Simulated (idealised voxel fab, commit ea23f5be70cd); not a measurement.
The following is a process module called voxel gate over fins.
We display cut, a cross-section 215 nm in width whose square cells are each 5 nm.
Cross-sections here: square-cell grids, written as top-down lists of bands, a band being one or more rows of cells. Band: top height; bottom height; in nm. Then, left to right: material with width in nm, for each material. "everywhere": a single material spanning edge to edge. "blank": empty space. Zero point of the height axis is 0; under it, received wafer = one material. Lowest band: continues down indefinitely, "0 down". The width entry "30..40" should be interpreted row by row: the top row of cells in the band takes the first number, the bottom row takes the second number, and the change between adjacent rows is uniform throughout. "everything unchanged" means the step left every cell of the cross-section as it was. You'll see "Enclosed internal cavities" listing empty spaces that have no way open to the top, as long as they're 8 cells or more; the notation is width x height at distance, where the distance is from the left edge, and all of it is in nm. Read whatever lies past the settings on a step's line as the simulator's own remark about the step. "overlay nm" on a masked step: distance the mask lay right of its planned place, negative for left.

Set out below are the planned steps of the process
1 op RECEIVE | material Si
2 op CONFORMAL_DEP | material SiN | thk nm 5
3 op MASKED_ETCH | tone cover | mask id FINS | width nm 15 | pitch nm 60 | etch materials SiN | depth nm 5 | overlay nm 0
4 op MASKED_ETCH | tone cover | mask id FINS | width nm 15 | pitch nm 60 | etch materials Si | depth nm 30 | overlay nm -15
5 op FILL_DEP | material SiO2 | thk nm 5
6 op CMP | height nm 5
7 op MASKED_ETCH | tone open | mask id RAIL | width nm 15 | etch materials SiO2 | depth nm 30 | overlay nm 0
8 op CONFORMAL_DEP | material TiN | thk nm 5
9 op FILL_DEP | material W | thk nm 5
10 op CMP | height nm 5
11 op SELECTIVE_ETCH | etch materials W Ru TiN | depth nm 25
12 op FILL_DEP | material SiO2 | thk nm 5
13 op CMP | height nm 5
14 op SELECTIVE_ETCH | etch materials SiO2 | depth nm 15
15 op STRIP | etch materials SiN
16 op CONFORMAL_DEP | material HfO2 | thk nm 5
17 op CONFORMAL_DEP | material TiN | thk nm 5
18 op CONFORMAL_DEP | material TiAl | thk nm 5
19 op CONFORMAL_DEP | material TiN | thk nm 5
20 op FILL_DEP | material W | thk nm 10
21 op CMP | height nm 25
22 op CONFORMAL_DEP | material SiN | thk nm 5
Be aware that, although all wafers share a common starting state, the overlay nm at step 4 differs among them, and the plan displays the first wafer's value.

Here's the first of the wafers in cross-section, just as we got it, i.e. after step 1
0 down  Si everywhere
Enclosed internal cavities: none

Per wafer (row), end of module: delta in cells per material since receipt, (+) for gained, (-) for lost; closed voids after that
overlay nm -15, +51 HfO2, -186 Si, +43 SiN, +121 SiO2, +51 TiAl, +101 TiN, +77 W, Enclosed internal cavities: none
overlay nm -10, +51 HfO2, -198 Si, +43 SiN, +129 SiO2, +51 TiAl, +103 TiN, +79 W, Enclosed internal cavities: none
overlay nm -5, +51 HfO2, -210 Si, +43 SiN, +137 SiO2, +51 TiAl, +105 TiN, +81 W, Enclosed internal cavities: none
overlay nm 0, +51 HfO2, -222 Si, +43 SiN, +145 SiO2, +51 TiAl, +105 TiN, +85 W, Enclosed internal cavities: none
overlay nm 5, +51 HfO2, -210 Si, +43 SiN, +137 SiO2, +51 TiAl, +105 TiN, +81 W, Enclosed internal cavities: none
overlay nm 10, +51 HfO2, -198 Si, +43 SiN, +129 SiO2, +51 TiAl, +103 TiN, +79 W, Enclosed internal cavities: none
overlay nm 15, +51 HfO2, -186 Si, +43 SiN, +121 SiO2, +51 TiAl, +101 TiN, +77 W, Enclosed internal cavities: none
